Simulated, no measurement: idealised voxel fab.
The process module that follows is named voxel ribs on slabs.
The figure presents cross-section cut, which has a width of 200 nm and is divided into square cells with an edge length of 5 nm.
Cross-section = grid of square cells, listed top down in bands; band = one or more rows. Quick guide to a band line: top height, bottom height (nm) up front; then every material left to right with its width in nm. Only one material and it's marked "everywhere"? Then it fills the band edge to edge. And "blank" just means empty space. The level at which height equals 0 is the one under which the wafer, as it arrives, is entirely one material. No lower edge exists for the bottom band, which continues downward and is notated as in "top 0, no bottom". So if you see something like "30->40" for the width, read it as the top row of the band sitting at the first number and the bottom row at the second, with every row in between moving by the same amount as the last. "identical to before" means the step left every cell of the cross-section as it was. Voids not open to the top, 8 cells minimum: see "Closed void roster". Written width x height at distance; distance is from the left edge; nm. Read whatever lies past the settings on a step's line as the simulator's own remark about the step. overlay nm: step with mask; distance mask lay right of planned place; negative value = left of planned place.
THESE ARE THE STEPS WE PLANNED FOR THE PROCESS
1 RECEIVE, material Si
2 DIRECTIONAL_DEP, material SiO2, thk nm 20
3 DIRECTIONAL_DEP, material SiN, thk nm 20
4 DIRECTIONAL_DEP, material aC, thk nm 10
5 PATTERN, tone cover, mask id RIB, material resist, width nm 20, thk nm 25, overlay nm 0
6 DIRECTIONAL_ETCH, etch materials aC, depth nm 10
7 STRIP, etch materials resist
8 DIRECTIONAL_ETCH, etch materials SiN, depth nm 10
9 STRIP, etch materials aC
10 DIRECTIONAL_DEP, material aC, thk nm 15
11 PATTERN, tone cover, mask id SLAB, material resist, width nm 50, thk nm 30, overlay nm 0
12 DIRECTIONAL_ETCH, etch materials aC, depth nm 15
13 STRIP, etch materials resist
14 DIRECTIONAL_ETCH, etch materials SiN, depth nm 10
15 STRIP, etch materials aC
16 FILL_DEP, material SiO2, thk nm 30
17 CMP, height nm 60
18 DIRECTIONAL_DEP, material TiN, thk nm 5
19 MASKED_ETCH, tone cover, mask id HEATER, width nm 30, etch materials TiN, depth nm 5, overlay nm 0
20 CONFORMAL_DEP, material SiN, thk nm 5
THE FIRST OF A SET OF TWO WAFERS, RUN TO PLAN
SHOWN IN CROSS-SECTION IS THE WAFER AS RECEIVED, THAT IS, AS IT STANDS AFTER STEP 1
  top 0, no bottom | Si everywhere
  Closed void roster: none
STEP 2 DONE - WAFER CROSS-SECTION
  top 20, bottom 0 | SiO2 everywhere
  Heights below 0 show no change.
STEP 3 DONE - WAFER CROSS-SECTION
  top 40, bottom 20 | SiN everywhere
  Heights below 20 show no change.
STEP 4 DONE - WAFER CROSS-SECTION
  top 50, bottom 40 | aC everywhere
  Heights below 40 show no change.
STEP 5 DONE - WAFER CROSS-SECTION
  top 75, bottom 50 | 90 nm blank  20 nm resist  90 nm blank
  Heights below 50 show no change.
STEP 6 DONE - WAFER CROSS-SECTION
  top 65, bottom 50 | 90 nm blank  20 nm resist  90 nm blank
  top 50, bottom 40 | 90 nm blank  20 nm aC  90 nm blank
  Heights below 40 show no change.
STEP 7 DONE - WAFER CROSS-SECTION
  top 50, bottom 40 | 90 nm blank  20 nm aC  90 nm blank
  Heights below 40 show no change.
STEP 8 DONE - WAFER CROSS-SECTION
  top 50, bottom 40 | 90 nm blank  20 nm aC  90 nm blank
  top 40, bottom 30 | 90 nm blank  20 nm SiN  90 nm blank
  Heights below 30 show no change.
STEP 9 DONE - WAFER CROSS-SECTION
  top 40, bottom 30 | 90 nm blank  20 nm SiN  90 nm blank
  Heights below 30 show no change.
STEP 10 DONE - WAFER CROSS-SECTION
  top 55, bottom 45 | 90 nm blank  20 nm aC  90 nm blank
  top 45, bottom 40 | aC everywhere
  top 40, bottom 30 | 90 nm aC  20 nm SiN  90 nm aC
  Heights below 30 show no change.
STEP 11 DONE - WAFER CROSS-SECTION
  top 85, bottom 55 | 75 nm blank  50 nm resist  75 nm blank
  top 55, bottom 45 | 75 nm blank  15 nm resist  20 nm aC  15 nm resist  75 nm blank
  Heights below 45 show no change.
STEP 12 DONE - WAFER CROSS-SECTION
  top 70, bottom 55 | 75 nm blank  50 nm resist  75 nm blank
  top 55, bottom 45 | 75 nm blank  15 nm resist  20 nm aC  15 nm resist  75 nm blank
  top 45, bottom 40 | 75 nm blank  50 nm aC  75 nm blank
  top 40, bottom 30 | 75 nm blank  15 nm aC  20 nm SiN  15 nm aC  75 nm blank
  Heights below 30 show no change.
STEP 13 DONE - WAFER CROSS-SECTION
  top 55, bottom 45 | 90 nm blank  20 nm aC  90 nm blank
  Heights below 45 show no change.
STEP 14 DONE - WAFER CROSS-SECTION
  top 55, bottom 45 | 90 nm blank  20 nm aC  90 nm blank
  top 45, bottom 40 | 75 nm blank  50 nm aC  75 nm blank
  top 40, bottom 30 | 75 nm blank  15 nm aC  20 nm SiN  15 nm aC  75 nm blank
  top 30, bottom 20 | 75 nm blank  50 nm SiN  75 nm blank
  Heights below 20 show no change.
STEP 15 DONE - WAFER CROSS-SECTION
  top 40, bottom 30 | 90 nm blank  20 nm SiN  90 nm blank
  Heights below 30 show no change.
STEP 16 DONE - WAFER CROSS-SECTION
  top 70, bottom 40 | SiO2 everywhere
  top 40, bottom 30 | 90 nm SiO2  20 nm SiN  90 nm SiO2
  top 30, bottom 20 | 75 nm SiO2  50 nm SiN  75 nm SiO2
  Heights below 20 show no change.
STEP 17 DONE - WAFER CROSS-SECTION
  top 60, bottom 40 | SiO2 everywhere
  Heights below 40 show no change.
STEP 18 DONE - WAFER CROSS-SECTION
  top 65, bottom 60 | TiN everywhere
  Heights below 60 show no change.
STEP 19 DONE - WAFER CROSS-SECTION
  top 65, bottom 60 | 85 nm blank  30 nm TiN  85 nm blank
  Heights below 60 show no change.
STEP 20 DONE - WAFER CROSS-SECTION
  top 70, bottom 65 | 80 nm blank  40 nm SiN  80 nm blank
  top 65, bottom 60 | 85 nm SiN  30 nm TiN  85 nm SiN
  Heights below 60 show no change.
HERE THE SECOND WAFER IS DESCRIBED. ITS START AND ITS PLAN WERE THOSE OF THE FIRST WAFER. ITS RUN CONTAINED ONE MISTAKE. UP TO AND INCLUDING STEP 1, IT DID EXACTLY WHAT THE FIRST WAFER DID
CROSS-SECTION: SECOND WAFER, TIME AT WHICH STEP 2 WAS SCHEDULED TO END
  top 10, bottom 0 | SiO2 everywhere
  Heights below 0 show no change.
CROSS-SECTION: SECOND WAFER, TIME AT WHICH STEP 3 WAS SCHEDULED TO END
  top 30, bottom 10 | SiN everywhere
  Heights below 10 show no change.
CROSS-SECTION: SECOND WAFER, TIME AT WHICH STEP 4 WAS SCHEDULED TO END
  top 40, bottom 30 | aC everywhere
  Heights below 30 show no change.
CROSS-SECTION: SECOND WAFER, TIME AT WHICH STEP 5 WAS SCHEDULED TO END
  top 65, bottom 40 | 90 nm blank  20 nm resist  90 nm blank
  Heights below 40 show no change.
CROSS-SECTION: SECOND WAFER, TIME AT WHICH STEP 6 WAS SCHEDULED TO END
  top 55, bottom 40 | 90 nm blank  20 nm resist  90 nm blank
  top 40, bottom 30 | 90 nm blank  20 nm aC  90 nm blank
  Heights below 30 show no change.
CROSS-SECTION: SECOND WAFER, TIME AT WHICH STEP 7 WAS SCHEDULED TO END
  top 40, bottom 30 | 90 nm blank  20 nm aC  90 nm blank
  Heights below 30 show no change.
CROSS-SECTION: SECOND WAFER, TIME AT WHICH STEP 8 WAS SCHEDULED TO END
  top 40, bottom 30 | 90 nm blank  20 nm aC  90 nm blank
  top 30, bottom 20 | 90 nm blank  20 nm SiN  90 nm blank
  Heights below 20 show no change.
CROSS-SECTION: SECOND WAFER, TIME AT WHICH STEP 9 WAS SCHEDULED TO END
  top 30, bottom 20 | 90 nm blank  20 nm SiN  90 nm blank
  Heights below 20 show no change.
CROSS-SECTION: SECOND WAFER, TIME AT WHICH STEP 10 WAS SCHEDULED TO END
  top 45, bottom 35 | 90 nm blank  20 nm aC  90 nm blank
  top 35, bottom 30 | aC everywhere
  top 30, bottom 20 | 90 nm aC  20 nm SiN  90 nm aC
  Heights below 20 show no change.
CROSS-SECTION: SECOND WAFER, TIME AT WHICH STEP 11 WAS SCHEDULED TO END
  top 75, bottom 45 | 75 nm blank  50 nm resist  75 nm blank
  top 45, bottom 35 | 75 nm blank  15 nm resist  20 nm aC  15 nm resist  75 nm blank
  Heights below 35 show no change.
CROSS-SECTION: SECOND WAFER, TIME AT WHICH STEP 12 WAS SCHEDULED TO END
  top 60, bottom 45 | 75 nm blank  50 nm resist  75 nm blank
  top 45, bottom 35 | 75 nm blank  15 nm resist  20 nm aC  15 nm resist  75 nm blank
  top 35, bottom 30 | 75 nm blank  50 nm aC  75 nm blank
  top 30, bottom 20 | 75 nm blank  15 nm aC  20 nm SiN  15 nm aC  75 nm blank
  Heights below 20 show no change.
CROSS-SECTION: SECOND WAFER, TIME AT WHICH STEP 13 WAS SCHEDULED TO END
  top 45, bottom 35 | 90 nm blank  20 nm aC  90 nm blank
  Heights below 35 show no change.
CROSS-SECTION: SECOND WAFER, TIME AT WHICH STEP 14 WAS SCHEDULED TO END
  top 45, bottom 35 | 90 nm blank  20 nm aC  90 nm blank
  top 35, bottom 30 | 75 nm blank  50 nm aC  75 nm blank
  top 30, bottom 20 | 75 nm blank  15 nm aC  20 nm SiN  15 nm aC  75 nm blank
  top 20, bottom 10 | 75 nm blank  50 nm SiN  75 nm blank
  Heights below 10 show no change.
CROSS-SECTION: SECOND WAFER, TIME AT WHICH STEP 15 WAS SCHEDULED TO END
  top 30, bottom 20 | 90 nm blank  20 nm SiN  90 nm blank
  Heights below 20 show no change.
CROSS-SECTION: SECOND WAFER, TIME AT WHICH STEP 16 WAS SCHEDULED TO END
  top 60, bottom 30 | SiO2 everywhere
  top 30, bottom 20 | 90 nm SiO2  20 nm SiN  90 nm SiO2
  top 20, bottom 10 | 75 nm SiO2  50 nm SiN  75 nm SiO2
  Heights below 10 show no change.
Cross-section: second wafer, time at which step 17 was scheduled to end: identical to before
CROSS-SECTION: SECOND WAFER, TIME AT WHICH STEP 18 WAS SCHEDULED TO END
  top 65, bottom 60 | TiN everywhere
  Heights below 60 show no change.
CROSS-SECTION: SECOND WAFER, TIME AT WHICH STEP 19 WAS SCHEDULED TO END
  top 65, bottom 60 | 85 nm blank  30 nm TiN  85 nm blank
  Heights below 60 show no change.
CROSS-SECTION: SECOND WAFER, TIME AT WHICH STEP 20 WAS SCHEDULED TO END
  top 70, bottom 65 | 80 nm blank  40 nm SiN  80 nm blank
  top 65, bottom 60 | 85 nm SiN  30 nm TiN  85 nm SiN
  Heights below 60 show no change.
Deviation noted in wafer processing: step 2 was not run as planned; what actually ran was DIRECTIONAL_DEP, material SiO2, thk nm 10
The concluding comparison shows that, measured in cells, each material is equally abundant on both wafers, albeit at different positions.
